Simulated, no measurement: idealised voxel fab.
voxel self aligned vias: a process module
The cross-section on display is named cut; it measures 295 nm wide, and its cells are 5 nm squares.
Think of the cross-section as a grid of square cells. We describe it in bands, top to bottom, and each band covers one or more rows of those cells.
This entry defines a band. It first specifies the height of the band's top and the height of its bottom in nm, and then specifies the band's materials from left to right, stating each material with its width in nm. The word "everywhere" identifies a single material that fills the band from edge to edge, while the word "empty" identifies empty space.
Counting heights begins at 0, where everything beneath is, in the wafer as received, one material. The lowest band has no bottom; it goes on downwards, as "0 and below" shows.
Think of "30->40" as a width that walks from the first number to the second as you go down the band, top row to bottom row, taking equal-sized steps from row to row.
What does "remained the same" mean for a step? It means no cell of the cross-section changed in that step.
The list in "Encapsulated voids" covers empty spaces of 8 cells or more that cannot reach the top through any open way, and it gives each as width x height at distance; the distance is from the left edge, and width, height and distance are in nm.
Past the settings on a step's line: simulator remark, on that step.
What "overlay nm" on a step's line means: if the step has a mask, that mask lay this far to the right of its planned place, or, when the value is negative, to the left.

[The following list gives the planned process steps]
1,RECEIVE with material Si
2,CONFORMAL_DEP with material SiO2, thk nm 15
3,CONFORMAL_DEP with material SiCN, thk nm 5
4,DIRECTIONAL_DEP with material SiO2, thk nm 20
5,PATTERN with tone open, mask id LINES, material resist, width nm 20, pitch nm 60, thk nm 15, overlay nm 0
6,DIRECTIONAL_ETCH with etch materials SiO2, depth nm 20
7,STRIP with etch materials resist
8,CONFORMAL_DEP with material TiN, thk nm 5
9,FILL_DEP with material Ru, thk nm 5
10,CMP with height nm 40
11,SELECTIVE_ETCH with etch materials W Ru TiN, depth nm 5
12,FILL_DEP with material SiN, thk nm 5
13,CMP with height nm 40
14,DIRECTIONAL_DEP with material SiO2, thk nm 20
15,PATTERN with tone open, mask id VIAS, material resist, width nm 30, pitch nm 60, thk nm 20, overlay nm 0
16,DIRECTIONAL_ETCH with etch materials SiO2, depth nm 20
17,DIRECTIONAL_ETCH with etch materials SiN, depth nm 5
18,STRIP with etch materials resist
19,CONFORMAL_DEP with material TiN, thk nm 5
20,FILL_DEP with material Cu, thk nm 10
21,CMP with height nm 60
22,CONFORMAL_DEP with material SiN, thk nm 5

[Shown in cross-section is the wafer as received, that is, as it stands after step 1]
  0 and below  Si everywhere
  Encapsulated voids: none

[First of two wafers at the end of the module, shown in cross-section; run carried out as planned]
  65 down to 60  SiN everywhere
  60 down to 45  SiO2 70 nm  TiN 5 nm  Cu 20 nm  TiN 5 nm  SiO2 30 nm  TiN 5 nm  Cu 20 nm  TiN 5 nm  SiO2 30 nm  TiN 5 nm  Cu 20 nm  TiN 5 nm  SiO2 75 nm
  45 down to 40  SiO2 70 nm  TiN 10 nm  Cu 10 nm  TiN 10 nm  SiO2 30 nm  TiN 10 nm  Cu 10 nm  TiN 10 nm  SiO2 30 nm  TiN 10 nm  Cu 10 nm  TiN 10 nm  SiO2 75 nm
  40 down to 35  SiO2 75 nm  TiN 20 nm  SiO2 40 nm  TiN 20 nm  SiO2 40 nm  TiN 20 nm  SiO2 80 nm
  35 down to 25  SiO2 75 nm  TiN 5 nm  Ru 10 nm  TiN 5 nm  SiO2 40 nm  TiN 5 nm  Ru 10 nm  TiN 5 nm  SiO2 40 nm  TiN 5 nm  Ru 10 nm  TiN 5 nm  SiO2 80 nm
  25 down to 20  SiO2 75 nm  TiN 20 nm  SiO2 40 nm  TiN 20 nm  SiO2 40 nm  TiN 20 nm  SiO2 80 nm
  20 down to 15  SiCN everywhere
  15 down to 0  SiO2 everywhere
  0 and below  Si everywhere
  Encapsulated voids: none

[Second wafer cross-section at end of module - shared start and plan with the first, one mistake in the run]
  65 down to 60  SiN everywhere
  60 down to 45  Cu 65 nm  TiN 5 nm  SiO2 30 nm  TiN 5 nm  Cu 20 nm  TiN 5 nm  SiO2 30 nm  TiN 5 nm  Cu 20 nm  TiN 5 nm  SiO2 30 nm  TiN 5 nm  Cu 70 nm
  45 down to 40  TiN 70 nm  SiO2 30 nm  TiN 30 nm  SiO2 30 nm  TiN 30 nm  SiO2 30 nm  TiN 75 nm
  40 down to 35  SiO2 75 nm  SiN 20 nm  SiO2 40 nm  SiN 20 nm  SiO2 40 nm  SiN 20 nm  SiO2 80 nm
  35 down to 25  SiO2 75 nm  TiN 5 nm  Ru 10 nm  TiN 5 nm  SiO2 40 nm  TiN 5 nm  Ru 10 nm  TiN 5 nm  SiO2 40 nm  TiN 5 nm  Ru 10 nm  TiN 5 nm  SiO2 80 nm
  25 down to 20  SiO2 75 nm  TiN 20 nm  SiO2 40 nm  TiN 20 nm  SiO2 40 nm  TiN 20 nm  SiO2 80 nm
  20 down to 15  SiCN everywhere
  15 down to 0  SiO2 everywhere
  0 and below  Si everywhere
  Encapsulated voids: none
Heads up, the wafer didn't run the way we planned it: step 15 deviated from plan and actually ran as PATTERN with tone cover, mask id VIAS, material resist, width nm 30, pitch nm 60, thk nm 20, overlay nm 0
Final wafer comparison in cells, second versus first, more or fewer per material: +63 Cu, +12 SiN, -92 SiO2, +17 TiN
